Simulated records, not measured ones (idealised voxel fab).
This is a process module. Its name is voxel wiring stack.
Cross-section cut: width 250 nm, square cells of 5 nm.
Cross-section format: a grid of square cells, given as bands from top to bottom; each band is one or more rows of cells.
Per band: top height and bottom height in nm, followed by the left-to-right materials and their widths in nm; "all across" marks a single material spanning edge to edge, "blank" marks empty space.
Heads up on the height convention: 0 is the point under which the incoming wafer is all one material, and the lowest band has no bottom, it just keeps going down, like "0 down".
Quick explanation for "30..40": the width changes in equal steps down the rows of cells, from the first number in the band's top row to the second number in its bottom row.
Step note "identical to before" = no cross-section cell changed.
"Enclosed empty spaces" lists enclosed empty spaces (at least 8 cells, no open path upward to the top), each as width x height at distance from the left edge, in nm.
Where a step's line continues beyond its settings, the continuation is a remark by the simulator itself on that step.
Regarding "overlay nm": on a step with a mask, it is the distance the mask lay to the right of its planned place; a negative value places it to the left.

The planned process steps are enumerated hereunder
1) RECEIVE: material Si
2) CONFORMAL_DEP: material SiO2, thk nm 15
3) CONFORMAL_DEP: material SiN, thk nm 5
4) DIRECTIONAL_DEP: material lowk, thk nm 25
5) DIRECTIONAL_DEP: material aC, thk nm 10
6) PATTERN: tone open, mask id METAL_1, material resist, width nm 25, pitch nm 45, thk nm 25, overlay nm 0
7) DIRECTIONAL_ETCH: etch materials aC, depth nm 10
8) STRIP: etch materials resist
9) DIRECTIONAL_ETCH: etch materials lowk, depth nm 25
10) DIRECTIONAL_ETCH: etch materials SiN, depth nm 5
11) STRIP: etch materials aC
12) CONFORMAL_DEP: material TiN, thk nm 5
13) FILL_DEP: material W, thk nm 10
14) CMP: height nm 45
15) CONFORMAL_DEP: material SiCN, thk nm 5
16) DIRECTIONAL_DEP: material lowk, thk nm 20
17) MASKED_ETCH: tone open, mask id PLUG_1, width nm 15, pitch nm 90, etch materials lowk, depth nm 20, overlay nm 0
18) MASKED_ETCH: tone open, mask id PLUG_1, width nm 15, pitch nm 90, etch materials SiCN, depth nm 5, overlay nm 0
19) EPI: material Ru, thk nm 10
20) EPI: material Ru, thk nm 10
21) EPI: material Ru, thk nm 5
22) CONFORMAL_DEP: material SiN, thk nm 5
23) DIRECTIONAL_DEP: material lowk, thk nm 25
24) MASKED_ETCH: tone open, mask id METAL_2, width nm 25, pitch nm 45, etch materials lowk, depth nm 25, overlay nm 0
25) MASKED_ETCH: tone open, mask id METAL_2, width nm 25, pitch nm 45, etch materials SiN, depth nm 5, overlay nm 0
26) CONFORMAL_DEP: material TiN, thk nm 5
27) FILL_DEP: material Ru, thk nm 10
28) CMP: height nm 100
29) CONFORMAL_DEP: material SiCN, thk nm 5
30) DIRECTIONAL_DEP: material lowk, thk nm 10
31) PATTERN: tone open, mask id PLUG_2, material resist, width nm 15, pitch nm 45, thk nm 20, overlay nm 0
32) DIRECTIONAL_ETCH: etch materials lowk, depth nm 10
33) DIRECTIONAL_ETCH: etch materials SiCN, depth nm 5
34) STRIP: etch materials resist
35) CONFORMAL_DEP: material TiN, thk nm 5
36) FILL_DEP: material W, thk nm 10
37) CMP: height nm 115
38) DIRECTIONAL_DEP: material TiN, thk nm 5
39) DIRECTIONAL_DEP: material W, thk nm 15
40) DIRECTIONAL_DEP: material aC, thk nm 10
41) PATTERN: tone cover, mask id METAL_3, material resist, width nm 25, pitch nm 45, thk nm 30, overlay nm 0
42) DIRECTIONAL_ETCH: etch materials aC, depth nm 10
43) STRIP: etch materials resist
44) DIRECTIONAL_ETCH: etch materials W, depth nm 15
45) DIRECTIONAL_ETCH: etch materials TiN, depth nm 5
46) STRIP: etch materials aC
47) FILL_DEP: material lowk, thk nm 10
48) CMP: height nm 135
49) CONFORMAL_DEP: material SiN, thk nm 5

Shown in cross-section is the wafer as received, that is, as it stands after step 1
  0 down: Si all across
  Enclosed empty spaces: none

Sectioned view, first of two wafers, at the close of the module, processed as intended in the plan
  140 to 135: SiN all across
  135 to 120: lowk: 45, W: 25, lowk: 20, W: 25, lowk: 20, W: 25, lowk: 20, W: 25, lowk: 45
  120 to 115: lowk: 45, TiN: 25, lowk: 20, TiN: 25, lowk: 20, TiN: 25, lowk: 20, TiN: 25, lowk: 45
  115 to 105: lowk: 45, TiN: 5, W: 5, TiN: 5, lowk: 30, TiN: 5, W: 5, TiN: 5, lowk: 30, TiN: 5, W: 5, TiN: 5, lowk: 30, TiN: 5, W: 5, TiN: 5, lowk: 55
  105 to 100: SiCN: 45, TiN: 15, SiCN: 30, TiN: 15, SiCN: 30, TiN: 15, SiCN: 30, TiN: 15, SiCN: 55
  100 to 75: lowk: 45, TiN: 5, Ru: 15, TiN: 5, lowk: 20, TiN: 5, Ru: 15, TiN: 5, lowk: 20, TiN: 5, Ru: 15, TiN: 5, lowk: 20, TiN: 5, Ru: 15, TiN: 5, lowk: 45
  75 to 70: SiN: 45, TiN: 25, SiN: 20, TiN: 25, SiN: 20, TiN: 25, SiN: 20, TiN: 25, SiN: 45
  70 to 50: lowk: 45, Ru: 15, lowk: 75, Ru: 15, lowk: 100
  50 to 45: SiCN: 45, Ru: 15, SiCN: 75, Ru: 15, SiCN: 100
  45 to 20: lowk: 45, TiN: 5, W: 15, TiN: 5, lowk: 20, TiN: 5, W: 15, TiN: 5, lowk: 20, TiN: 5, W: 15, TiN: 5, lowk: 20, TiN: 5, W: 15, TiN: 5, lowk: 45
  20 to 15: SiN: 45, TiN: 25, SiN: 20, TiN: 25, SiN: 20, TiN: 25, SiN: 20, TiN: 25, SiN: 45
  15 to 0: SiO2 all across
  0 down: Si all across
  Enclosed empty spaces: none

Cross-section, second wafer: same start as the first, same plan as the first, one mistake in running it; taken at the end of the module
  140 to 135: SiN all across
  135 to 125: lowk all across
  125 to 110: lowk: 45, W: 25, lowk: 20, W: 25, lowk: 20, W: 25, lowk: 20, W: 25, lowk: 45
  110 to 105: lowk: 45, TiN: 25, lowk: 20, TiN: 25, lowk: 20, TiN: 25, lowk: 20, TiN: 25, lowk: 45
  105 to 100: SiCN: 45, TiN: 15, SiCN: 30, TiN: 15, SiCN: 30, TiN: 15, SiCN: 30, TiN: 15, SiCN: 55
  100 to 75: lowk: 45, TiN: 5, Ru: 15, TiN: 5, lowk: 20, TiN: 5, Ru: 15, TiN: 5, lowk: 20, TiN: 5, Ru: 15, TiN: 5, lowk: 20, TiN: 5, Ru: 15, TiN: 5, lowk: 45
  75 to 70: SiN: 45, TiN: 25, SiN: 20, TiN: 25, SiN: 20, TiN: 25, SiN: 20, TiN: 25, SiN: 45
  70 to 50: lowk: 45, Ru: 15, lowk: 75, Ru: 15, lowk: 100
  50 to 45: SiCN: 45, Ru: 15, SiCN: 75, Ru: 15, SiCN: 100
  45 to 20: lowk: 45, TiN: 5, W: 15, TiN: 5, lowk: 20, TiN: 5, W: 15, TiN: 5, lowk: 20, TiN: 5, W: 15, TiN: 5, lowk: 20, TiN: 5, W: 15, TiN: 5, lowk: 45
  20 to 15: SiN: 45, TiN: 25, SiN: 20, TiN: 25, SiN: 20, TiN: 25, SiN: 20, TiN: 25, SiN: 45
  15 to 0: SiO2 all across
  0 down: Si all across
  Enclosed empty spaces: none
Run error: off-plan run, step 37, actual operation and settings CMP: height nm 105
At the finish, the second wafer shows more or fewer cells for some materials than the first does: TiN -16, W -8, lowk +24
